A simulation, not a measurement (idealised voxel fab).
Process module name: voxel gate over fins
Square cells of 5 nm make up the cross-section cut, whose width is 250 nm.
Notation: cross-section as square-cell grid; stated in bands, top first, going down; one or more cell rows per band. Each band's line starts with the height of the band's top and of its bottom, in nm. Then come its materials from left to right, each with its width in nm. One material with "edge to edge" fills the band from edge to edge. "empty" is empty space. Height datum 0, below which the as-received substrate wafer is one material. Lowest band open at the bottom, running downward: "z 0 and below". It should be noted that a width expressed as "30..40" varies in equal increments from row to row of cells within the band, taking the value of the first number at the top row and that of the second number at the bottom row. It should be understood that the words "nothing was modified", when stated for a given step, signify that the cross-section underwent no change in any of its cells during that step. "Closed internal voids" means: voids of 8 cells or more that are shut off from the top with no open way through. Written width x height at distance, distance from the left edge, in nm. Text after the settings on a step's line: the simulator's own remark on that step. "overlay nm" denotes, for a step that has a mask, the displacement of the mask to the right of its planned place, with negative values corresponding to the left.
# Steps planned for the process
1: RECEIVE [material Si]
2: CONFORMAL_DEP [material SiN] [thk nm 5]
3: PATTERN [tone cover] [mask id FINS] [material resist] [width nm 15] [pitch nm 35] [thk nm 20] [overlay nm 0]
4: DIRECTIONAL_ETCH [etch materials SiN] [depth nm 5]
5: DIRECTIONAL_ETCH [etch materials Si] [depth nm 30]
6: STRIP [etch materials resist]
7: FILL_DEP [material SiO2] [thk nm 10]
8: CMP [height nm 5]
9: SELECTIVE_ETCH [etch materials SiO2] [depth nm 15]
10: STRIP [etch materials SiN]
11: CONFORMAL_DEP [material HfO2] [thk nm 5]
12: CONFORMAL_DEP [material TiN] [thk nm 5]
13: FILL_DEP [material W] [thk nm 15]
14: CMP [height nm 20]
15: CONFORMAL_DEP [material SiN] [thk nm 5]
# Cross-section, incoming material, after step 1
> z 0 and below: Si edge to edge
> Closed internal voids: none
# End-of-module cross-section of the first of two wafers, processed as planned
> z 25 to 20: SiN edge to edge
> z 20 to 10: W edge to edge
> z 10 to 5: W (70), then TiN (105), then W (75)
> z 5 to 0: W (70), then TiN (5), then HfO2 (25), then TiN (10), then HfO2 (25), then TiN (10), then HfO2 (25), then TiN (5), then W (75)
> z 0 to -5: TiN (75), then HfO2 (5), then Si (15), then HfO2 (5), then TiN (10), then HfO2 (5), then Si (15), then HfO2 (5), then TiN (10), then HfO2 (5), then Si (15), then HfO2 (5), then TiN (80)
> z -5 to -10: HfO2 (80), then Si (15), then HfO2 (20), then Si (15), then HfO2 (20), then Si (15), then HfO2 (85)
> z -10 to -30: SiO2 (80), then Si (15), then SiO2 (20), then Si (15), then SiO2 (20), then Si (15), then SiO2 (85)
> z -30 and below: Si edge to edge
> Closed internal voids: none
# End-of-module cross-section of the second wafer: identical starting point and process plan to the first, with one processing mistake
> z 25 to 20: SiN edge to edge
> z 20 to 5: W edge to edge
> z 5 to 0: W (75), then TiN (25), then W (10), then TiN (25), then W (10), then TiN (25), then W (80)
> z 0 to -5: W (75), then TiN (5), then Si (15), then TiN (5), then W (10), then TiN (5), then Si (15), then TiN (5), then W (10), then TiN (5), then Si (15), then TiN (5), then W (80)
> z -5 to -10: TiN (80), then Si (15), then TiN (20), then Si (15), then TiN (20), then Si (15), then TiN (85)
> z -10 to -30: SiO2 (80), then Si (15), then SiO2 (20), then Si (15), then SiO2 (20), then Si (15), then SiO2 (85)
> z -30 and below: Si edge to edge
> Closed internal voids: none
The plan and the run diverged here: not run: step 11 of the plan (skipped)
Final difference in cells, second wafer against first, listed per material as more or fewer: -62 HfO2, +62 W
